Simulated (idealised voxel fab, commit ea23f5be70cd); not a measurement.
Presented below is a process module, voxel lift off.
The figure presents cross-section cut, which has a width of 250 nm and is divided into square cells with an edge length of 5 nm.
Throughout this document, each cross-section is represented as a grid of square cells and is presented as a sequence of bands enumerated from the top downward, where a band comprises one or more rows of cells.
Within each band entry, the heights of the top and of the bottom of the band appear first, in that order and in nm; the materials of the band then follow from left to right, each with its corresponding width in nm. The designation "throughout" on a single material indicates that it fills the band from edge to edge; the designation "empty" indicates empty space.
The level at which height equals 0 is the one under which the wafer, as it arrives, is entirely one material. No lower edge exists for the bottom band, which continues downward and is notated as in "top 0, no bottom".
A width such as "30->40" changes by the same amount from each row of cells to the next, from the band's top row to its bottom row.
"no modification" for a step: no cell of the cross-section changed in that step.
What "Trapped voids" gives you is every empty space of 8 cells or more that is cut off from the top. Each appears as width x height at distance, with the distance taken from the left edge and width, height and distance all in nm.
The remark found on a step's line after its settings is issued by the simulator itself and pertains to that step.
overlay nm: right-of-plan distance of the mask on a masked step; negative values mean left-of-plan.
## Planned process steps
1) RECEIVE,material Si
2) CONFORMAL_DEP,material SiO2,thk nm 10
3) PATTERN,tone open,mask id LINES,material resist,width nm 15,pitch nm 40,thk nm 25,overlay nm 0
4) DIRECTIONAL_DEP,material Ru,thk nm 15
5) STRIP,etch materials resist
6) CONFORMAL_DEP,material SiO2,thk nm 5
## As received (post step 1): cross-section
- top 0, no bottom  Si throughout
- Trapped voids: none
## Sectioned view, first of two wafers, at the close of the module, processed as intended in the plan
- top 30, bottom 25  50 empty, 25 SiO2, 15 empty, 25 SiO2, 15 empty, 25 SiO2, 15 empty, 25 SiO2, 55 empty
- top 25, bottom 15  50 empty, 5 SiO2, 15 Ru, 5 SiO2, 15 empty, 5 SiO2, 15 Ru, 5 SiO2, 15 empty, 5 SiO2, 15 Ru, 5 SiO2, 15 empty, 5 SiO2, 15 Ru, 5 SiO2, 55 empty
- top 15, bottom 10  55 SiO2, 15 Ru, 25 SiO2, 15 Ru, 25 SiO2, 15 Ru, 25 SiO2, 15 Ru, 60 SiO2
- top 10, bottom 0  SiO2 throughout
- top 0, no bottom  Si throughout
- Trapped voids: none
## Cross-sectional view: second of two wafers, end of module; start and plan identical to the first, one mistake in running
- top 30, bottom 25  50 empty, 30 SiO2, 10 empty, 30 SiO2, 10 empty, 30 SiO2, 10 empty, 30 SiO2, 50 empty
- top 25, bottom 15  50 empty, 5 SiO2, 20 Ru, 5 SiO2, 10 empty, 5 SiO2, 20 Ru, 5 SiO2, 10 empty, 5 SiO2, 20 Ru, 5 SiO2, 10 empty, 5 SiO2, 20 Ru, 5 SiO2, 50 empty
- top 15, bottom 10  55 SiO2, 20 Ru, 20 SiO2, 20 Ru, 20 SiO2, 20 Ru, 20 SiO2, 20 Ru, 55 SiO2
- top 10, bottom 0  SiO2 throughout
- top 0, no bottom  Si throughout
- Trapped voids: none
Where did the run depart from the plan? step 3 changed vs plan, executed as PATTERN,tone open,mask id LINES,material resist,width nm 20,pitch nm 40,thk nm 25,overlay nm 0
Once processing is complete, comparing cell counts shows that the second wafer has more or fewer of certain materials than the first: 12 more of Ru
